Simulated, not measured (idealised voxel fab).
Proc. module: voxel ribs on slabs
Cross-section cut spans 270 nm and uses square cells 5 nm in size.
Heads up, the way a cross-section reads in here is a grid of square cells, handed over as bands from the top down, with every band being one or more rows of cells. For a band, the entry starts with two heights in nm, that of the top and then that of the bottom, and carries on with the band's materials in order from left to right, each alongside its width in nm; the word "full width" beside a single material means it fills the band edge to edge, and "air" means empty space. Zero point of the height axis is 0; under it, received wafer = one material. Lowest band: continues down indefinitely, "0 -> down". The notation "30..40" denotes a width that varies across the rows of cells in the band, beginning at the first number in the top row, finishing at the second number in the bottom row, and changing by an identical amount from each row to the next. "left unchanged" means the step left every cell of the cross-section as it was. Fully sealed cavities: empty space of 8 cells or more with no open way to the top, each as width x height at its distance from the left edge, in nm. On a step's line, text after the settings is the simulator commenting on that step. overlay nm: for a step with a mask, the amount by which the mask lay right of where it was planned; a negative amount means left of it.
Listed below are the process steps as planned:
- 1: RECEIVE | material Si
- 2: DIRECTIONAL_DEP | material SiO2 | thk nm 20
- 3: DIRECTIONAL_DEP | material SiN | thk nm 25
- 4: MASKED_ETCH | tone cover | mask id RIB | width nm 25 | etch materials SiN | depth nm 5 | overlay nm 0
- 5: MASKED_ETCH | tone cover | mask id SLAB | width nm 85 | etch materials SiN | depth nm 20 | overlay nm 0
- 6: FILL_DEP | material SiO2 | thk nm 25
- 7: CMP | height nm 60
- 8: DIRECTIONAL_DEP | material W | thk nm 10
- 9: DIRECTIONAL_DEP | material aC | thk nm 10
- 10: PATTERN | tone cover | mask id HEATER | material resist | width nm 35 | thk nm 25 | overlay nm 0
- 11: DIRECTIONAL_ETCH | etch materials aC | depth nm 10
- 12: STRIP | etch materials resist
- 13: DIRECTIONAL_ETCH | etch materials W | depth nm 10
- 14: STRIP | etch materials aC
- 15: CONFORMAL_DEP | material SiN | thk nm 5
As-received state of the wafer in cross-section, equivalent to post-step 1:
0 -> down  Si full width
Fully sealed cavities: none
End-of-module XS, first of two wafers, run as planned:
75 -> 70  110 nm air; 45 nm SiN; 115 nm air
70 -> 65  110 nm air; 5 nm SiN; 35 nm W; 5 nm SiN; 115 nm air
65 -> 60  115 nm SiN; 35 nm W; 120 nm SiN
60 -> 45  SiO2 full width
45 -> 40  120 nm SiO2; 25 nm SiN; 125 nm SiO2
40 -> 20  90 nm SiO2; 85 nm SiN; 95 nm SiO2
20 -> 0  SiO2 full width
0 -> down  Si full width
Fully sealed cavities: none
Cross-section, wafer two of two, end of module: same start and plan as wafer one, one error in execution:
75 -> 70  110 nm air; 45 nm SiN; 115 nm air
70 -> 65  110 nm air; 5 nm SiN; 35 nm W; 5 nm SiN; 115 nm air
65 -> 60  115 nm SiN; 35 nm W; 120 nm SiN
60 -> 45  SiO2 full width
45 -> 40  125 nm SiO2; 20 nm SiN; 125 nm SiO2
40 -> 20  90 nm SiO2; 85 nm SiN; 95 nm SiO2
20 -> 0  SiO2 full width
0 -> down  Si full width
Fully sealed cavities: none
Error vs. plan: step 4 ran with different settings than intended, the actual operation and settings being MASKED_ETCH | tone cover | mask id RIB | width nm 20 | etch materials SiN | depth nm 5 | overlay nm 0
Once processing is complete, comparing cell counts shows that the second wafer has more or fewer of certain materials than the first: SiN: 1 fewer, SiO2: 1 more
